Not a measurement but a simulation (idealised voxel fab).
process module | voxel lift off
cross-section cut | 250 nm wide | cells 5 nm
A cross-section is a grid of square cells, given in bands from the top down. A band is one or more rows of cells.
Each band's line starts with the height of the band's top and of its bottom, in nm. Then come its materials from left to right, each with its width in nm. One material with "throughout" fills the band from edge to edge. "air" is empty space.
Height 0 is the level under which the wafer as received is all one material. The lowest band goes on downwards, as in "0 down".
A width such as "30 to 40" changes by the same amount from each row of cells to the next, from the band's top row to its bottom row.
"no change" after a step means that no cell of the cross-section changed.
closed voids: empty space of 8 cells or more with no open way to the top, each as width x height at its distance from the left edge, in nm
after a step's settings: what the simulator itself notes on the step
overlay nm, on a step with a mask: how far to the right of its planned place the mask lay; to the left if negative
plan
1 op RECEIVE | material Si
2 op CONFORMAL_DEP | material SiN | thk nm 15
3 op PATTERN | tone open | mask id LINES | material resist | width nm 20 | pitch nm 50 | thk nm 25 | overlay nm 0
4 op DIRECTIONAL_DEP | material Ru | thk nm 15
5 op STRIP | etch materials resist
6 op CONFORMAL_DEP | material SiCN | thk nm 10
varied across the wafers: width nm of step 3. The plan shows the first wafer's value. All wafers start alike
first wafer as received, after step 1
  0 down: Si throughout
  closed voids: none
first wafer at the end, after step 6
  40 to 30: air 30 | SiCN 40 | air 10 | SiCN 40 | air 10 | SiCN 40 | air 10 | SiCN 40 | air 30
  30 to 25: air 30 | SiCN 10 | Ru 20 | SiCN 10 | air 10 | SiCN 10 | Ru 20 | SiCN 10 | air 10 | SiCN 10 | Ru 20 | SiCN 10 | air 10 | SiCN 10 | Ru 20 | SiCN 10 | air 30
  25 to 15: SiCN 40 | Ru 20 | SiCN 30 | Ru 20 | SiCN 30 | Ru 20 | SiCN 30 | Ru 20 | SiCN 40
  15 to 0: SiN throughout
  0 down: Si throughout
  closed voids: none
last wafer at the end
  40 to 30: air 25 | SiCN 205 | air 20
  30 to 25: air 25 | SiCN 10 | Ru 35 | SiCN 15 | Ru 35 | SiCN 15 | Ru 35 | SiCN 15 | Ru 35 | SiCN 10 | air 20
  25 to 15: SiCN 35 | Ru 35 | SiCN 15 | Ru 35 | SiCN 15 | Ru 35 | SiCN 15 | Ru 35 | SiCN 30
  15 to 0: SiN throughout
  0 down: Si throughout
  closed voids: none
each wafer at the end: cells of each material gained (+) or lost (-) since it was received, then its closed voids
width nm 20 | +48 Ru | +148 SiCN | +150 SiN | closed voids: none
width nm 25 | +60 Ru | +148 SiCN | +150 SiN | closed voids: none
width nm 30 | +72 Ru | +148 SiCN | +150 SiN | closed voids: none
width nm 35 | +84 Ru | +139 SiCN | +150 SiN | closed voids: none
